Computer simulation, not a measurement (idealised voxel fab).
process module | voxel wiring stack
cross-section cut | 295 nm wide | cells 5 nm
A cross-section is a grid of square cells, given in bands from the top down. A band is one or more rows of cells.
Each band's line starts with the height of the band's top and of its bottom, in nm. Then come its materials from left to right, each with its width in nm. One material with "throughout" fills the band from edge to edge. "air" is empty space.
Height 0 is the level under which the wafer as received is all one material. The lowest band goes on downwards, as in "0 down".
A width such as "30 to 40" changes by the same amount from each row of cells to the next, from the band's top row to its bottom row.
"no change" after a step means that no cell of the cross-section changed.
closed voids: empty space of 8 cells or more with no open way to the top, each as width x height at its distance from the left edge, in nm
after a step's settings: what the simulator itself notes on the step
overlay nm, on a step with a mask: how far to the right of its planned place the mask lay; to the left if negative
plan
1 op RECEIVE | material Si
2 op CONFORMAL_DEP | material SiO2 | thk nm 10
3 op DIRECTIONAL_DEP | material TiN | thk nm 5
4 op DIRECTIONAL_DEP | material Ru | thk nm 20
5 op MASKED_ETCH | tone cover | mask id METAL_1 | width nm 30 | pitch nm 50 | etch materials Ru | depth nm 20 | overlay nm 0
6 op MASKED_ETCH | tone cover | mask id METAL_1 | width nm 30 | pitch nm 50 | etch materials TiN | depth nm 5 | overlay nm 0
7 op FILL_DEP | material SiO2 | thk nm 5
8 op CMP | height nm 35
9 op CONFORMAL_DEP | material SiCN | thk nm 5
10 op DIRECTIONAL_DEP | material lowk | thk nm 25
11 op MASKED_ETCH | tone open | mask id METAL_2_HOLES | width nm 15 | pitch nm 50 | etch materials lowk | depth nm 25 | overlay nm 0
12 op MASKED_ETCH | tone open | mask id METAL_2 | width nm 30 | pitch nm 50 | etch materials lowk | depth nm 15 | overlay nm 0
13 op MASKED_ETCH | tone open | mask id METAL_2 | width nm 30 | pitch nm 50 | etch materials SiCN | depth nm 5 | overlay nm 0
14 op CONFORMAL_DEP | material TiN | thk nm 5
15 op FILL_DEP | material Ru | thk nm 5
16 op CMP | height nm 65
17 op CONFORMAL_DEP | material SiCN | thk nm 5
18 op DIRECTIONAL_DEP | material SiO2 | thk nm 10
19 op MASKED_ETCH | tone open | mask id PLUG_2 | width nm 15 | pitch nm 100 | etch materials SiO2 | depth nm 10 | overlay nm 0
20 op MASKED_ETCH | tone open | mask id PLUG_2 | width nm 15 | pitch nm 100 | etch materials SiCN | depth nm 5 | overlay nm 0
21 op EPI | material Ru | thk nm 10
22 op EPI | material Ru | thk nm 5
23 op DIRECTIONAL_DEP | material TiN | thk nm 5
24 op DIRECTIONAL_DEP | material W | thk nm 25
25 op MASKED_ETCH | tone cover | mask id METAL_3 | width nm 30 | pitch nm 50 | etch materials W | depth nm 25 | overlay nm -15
26 op MASKED_ETCH | tone cover | mask id METAL_3 | width nm 30 | pitch nm 50 | etch materials TiN | depth nm 5 | overlay nm 0
27 op CONFORMAL_DEP | material SiCN | thk nm 5
28 op FILL_DEP | material lowk | thk nm 5
29 op CMP | height nm 110
30 op CONFORMAL_DEP | material SiCN | thk nm 5
31 op DIRECTIONAL_DEP | material SiO2 | thk nm 25
32 op DIRECTIONAL_DEP | material aC | thk nm 10
33 op PATTERN | tone open | mask id METAL_4 | material resist | width nm 30 | pitch nm 50 | thk nm 25 | overlay nm 0
34 op DIRECTIONAL_ETCH | etch materials aC | depth nm 10
35 op STRIP | etch materials resist
36 op DIRECTIONAL_ETCH | etch materials SiO2 | depth nm 15
37 op STRIP | etch materials aC
38 op MASKED_ETCH | tone open | mask id METAL_4_HOLES | width nm 15 | pitch nm 50 | etch materials SiO2 | depth nm 10 | overlay nm 0
39 op MASKED_ETCH | tone open | mask id METAL_4_HOLES | width nm 15 | pitch nm 50 | etch materials SiCN | depth nm 5 | overlay nm 0
40 op CONFORMAL_DEP | material TiN | thk nm 5
41 op FILL_DEP | material Cu | thk nm 10
42 op CMP | height nm 140
43 op CONFORMAL_DEP | material SiN | thk nm 5
varied across the wafers: overlay nm of step 25. The plan shows the first wafer's value. All wafers start alike
first wafer as received, after step 1
  0 down: Si throughout
  closed voids: none
first wafer at the end, after step 43
  145 to 140: SiN throughout
  140 to 130: SiO2 55 | TiN 5 | Cu 20 | TiN 5 | SiO2 20 | TiN 5 | Cu 20 | TiN 5 | SiO2 20 | TiN 5 | Cu 20 | TiN 5 | SiO2 20 | TiN 5 | Cu 20 | TiN 5 | SiO2 60
  130 to 125: SiO2 55 | TiN 5 | Cu 5 | TiN 20 | SiO2 20 | TiN 5 | Cu 5 | TiN 20 | SiO2 20 | TiN 5 | Cu 5 | TiN 20 | SiO2 20 | TiN 5 | Cu 5 | TiN 20 | SiO2 60
  125 to 115: SiO2 55 | TiN 5 | Cu 5 | TiN 5 | SiO2 35 | TiN 5 | Cu 5 | TiN 5 | SiO2 35 | TiN 5 | Cu 5 | TiN 5 | SiO2 35 | TiN 5 | Cu 5 | TiN 5 | SiO2 75
  115 to 110: SiCN 55 | TiN 15 | SiCN 35 | TiN 15 | SiCN 35 | TiN 15 | SiCN 35 | TiN 15 | SiCN 75
  110 to 90: lowk 35 | SiCN 5 | W 30 | SiCN 5 | lowk 10 | SiCN 5 | W 30 | SiCN 5 | lowk 10 | SiCN 5 | W 30 | SiCN 5 | lowk 10 | SiCN 5 | W 30 | SiCN 5 | lowk 70
  90 to 85: lowk 35 | SiCN 5 | W 30 | SiCN 20 | W 30 | SiCN 20 | W 30 | SiCN 20 | W 30 | SiCN 20 | lowk 55
  85 to 80: SiCN 40 | TiN 45 | SiCN 5 | TiN 45 | SiCN 5 | TiN 45 | SiCN 5 | TiN 45 | SiCN 60
  80 to 70: SiO2 55 | Ru 15 | SiO2 85 | Ru 15 | SiO2 125
  70 to 65: SiCN 55 | Ru 15 | SiCN 85 | Ru 15 | SiCN 125
  65 to 55: lowk 55 | TiN 5 | Ru 20 | TiN 5 | lowk 20 | TiN 5 | Ru 20 | TiN 5 | lowk 20 | TiN 5 | Ru 20 | TiN 5 | lowk 20 | TiN 5 | Ru 20 | TiN 5 | lowk 60
  55 to 50: lowk 55 | TiN 5 | Ru 5 | TiN 20 | lowk 20 | TiN 5 | Ru 5 | TiN 20 | lowk 20 | TiN 5 | Ru 5 | TiN 20 | lowk 20 | TiN 5 | Ru 5 | TiN 20 | lowk 60
  50 to 40: lowk 55 | TiN 5 | Ru 5 | TiN 5 | lowk 35 | TiN 5 | Ru 5 | TiN 5 | lowk 35 | TiN 5 | Ru 5 | TiN 5 | lowk 35 | TiN 5 | Ru 5 | TiN 5 | lowk 75
  40 to 35: SiCN 55 | TiN 15 | SiCN 35 | TiN 15 | SiCN 35 | TiN 15 | SiCN 35 | TiN 15 | SiCN 75
  35 to 15: SiO2 55 | Ru 30 | SiO2 20 | Ru 30 | SiO2 20 | Ru 30 | SiO2 20 | Ru 30 | SiO2 60
  15 to 10: SiO2 55 | TiN 30 | SiO2 20 | TiN 30 | SiO2 20 | TiN 30 | SiO2 20 | TiN 30 | SiO2 60
  10 to 0: SiO2 throughout
  0 down: Si throughout
  closed voids: none
last wafer at the end
  145 to 140: SiN throughout
  140 to 130: SiO2 55 | TiN 5 | Cu 20 | TiN 5 | SiO2 20 | TiN 5 | Cu 20 | TiN 5 | SiO2 20 | TiN 5 | Cu 20 | TiN 5 | SiO2 20 | TiN 5 | Cu 20 | TiN 5 | SiO2 60
  130 to 125: SiO2 55 | TiN 5 | Cu 5 | TiN 20 | SiO2 20 | TiN 5 | Cu 5 | TiN 20 | SiO2 20 | TiN 5 | Cu 5 | TiN 20 | SiO2 20 | TiN 5 | Cu 5 | TiN 20 | SiO2 60
  125 to 115: SiO2 55 | TiN 5 | Cu 5 | TiN 5 | SiO2 35 | TiN 5 | Cu 5 | TiN 5 | SiO2 35 | TiN 5 | Cu 5 | TiN 5 | SiO2 35 | TiN 5 | Cu 5 | TiN 5 | SiO2 75
  115 to 110: SiCN 55 | TiN 15 | SiCN 35 | TiN 15 | SiCN 35 | TiN 15 | SiCN 35 | TiN 15 | SiCN 75
  110 to 90: lowk 65 | SiCN 5 | W 30 | SiCN 5 | lowk 10 | SiCN 5 | W 30 | SiCN 5 | lowk 10 | SiCN 5 | W 30 | SiCN 5 | lowk 10 | SiCN 5 | W 30 | SiCN 5 | lowk 40
  90 to 85: lowk 50 | SiCN 20 | W 30 | SiCN 20 | W 30 | SiCN 20 | W 30 | SiCN 20 | W 30 | SiCN 5 | lowk 40
  85 to 80: SiCN 55 | TiN 45 | SiCN 5 | TiN 45 | SiCN 5 | TiN 45 | SiCN 5 | TiN 45 | SiCN 45
  80 to 70: SiO2 55 | Ru 15 | SiO2 85 | Ru 15 | SiO2 125
  70 to 65: SiCN 55 | Ru 15 | SiCN 85 | Ru 15 | SiCN 125
  65 to 55: lowk 55 | TiN 5 | Ru 20 | TiN 5 | lowk 20 | TiN 5 | Ru 20 | TiN 5 | lowk 20 | TiN 5 | Ru 20 | TiN 5 | lowk 20 | TiN 5 | Ru 20 | TiN 5 | lowk 60
  55 to 50: lowk 55 | TiN 5 | Ru 5 | TiN 20 | lowk 20 | TiN 5 | Ru 5 | TiN 20 | lowk 20 | TiN 5 | Ru 5 | TiN 20 | lowk 20 | TiN 5 | Ru 5 | TiN 20 | lowk 60
  50 to 40: lowk 55 | TiN 5 | Ru 5 | TiN 5 | lowk 35 | TiN 5 | Ru 5 | TiN 5 | lowk 35 | TiN 5 | Ru 5 | TiN 5 | lowk 35 | TiN 5 | Ru 5 | TiN 5 | lowk 75
  40 to 35: SiCN 55 | TiN 15 | SiCN 35 | TiN 15 | SiCN 35 | TiN 15 | SiCN 35 | TiN 15 | SiCN 75
  35 to 15: SiO2 55 | Ru 30 | SiO2 20 | Ru 30 | SiO2 20 | Ru 30 | SiO2 20 | Ru 30 | SiO2 60
  15 to 10: SiO2 55 | TiN 30 | SiO2 20 | TiN 30 | SiO2 20 | TiN 30 | SiO2 20 | TiN 30 | SiO2 60
  10 to 0: SiO2 throughout
  0 down: Si throughout
  closed voids: none
each wafer at the end: cells of each material gained (+) or lost (-) since it was received, then its closed voids
overlay nm -15 | +44 Cu | +158 Ru | +219 SiCN | +59 SiN | +598 SiO2 | +188 TiN | +120 W | +325 lowk | closed voids: none
overlay nm -10 | +44 Cu | +158 Ru | +222 SiCN | +59 SiN | +598 SiO2 | +184 TiN | +120 W | +326 lowk | closed voids: none
overlay nm -5 | +44 Cu | +158 Ru | +222 SiCN | +59 SiN | +598 SiO2 | +180 TiN | +120 W | +330 lowk | closed voids: none
overlay nm 0 | +44 Cu | +158 Ru | +222 SiCN | +59 SiN | +598 SiO2 | +176 TiN | +120 W | +334 lowk | closed voids: none
overlay nm 5 | +44 Cu | +158 Ru | +222 SiCN | +59 SiN | +598 SiO2 | +180 TiN | +120 W | +330 lowk | closed voids: none
overlay nm 10 | +44 Cu | +158 Ru | +222 SiCN | +59 SiN | +598 SiO2 | +184 TiN | +120 W | +326 lowk | closed voids: none
overlay nm 15 | +44 Cu | +158 Ru | +219 SiCN | +59 SiN | +598 SiO2 | +188 TiN | +120 W | +325 lowk | closed voids: none
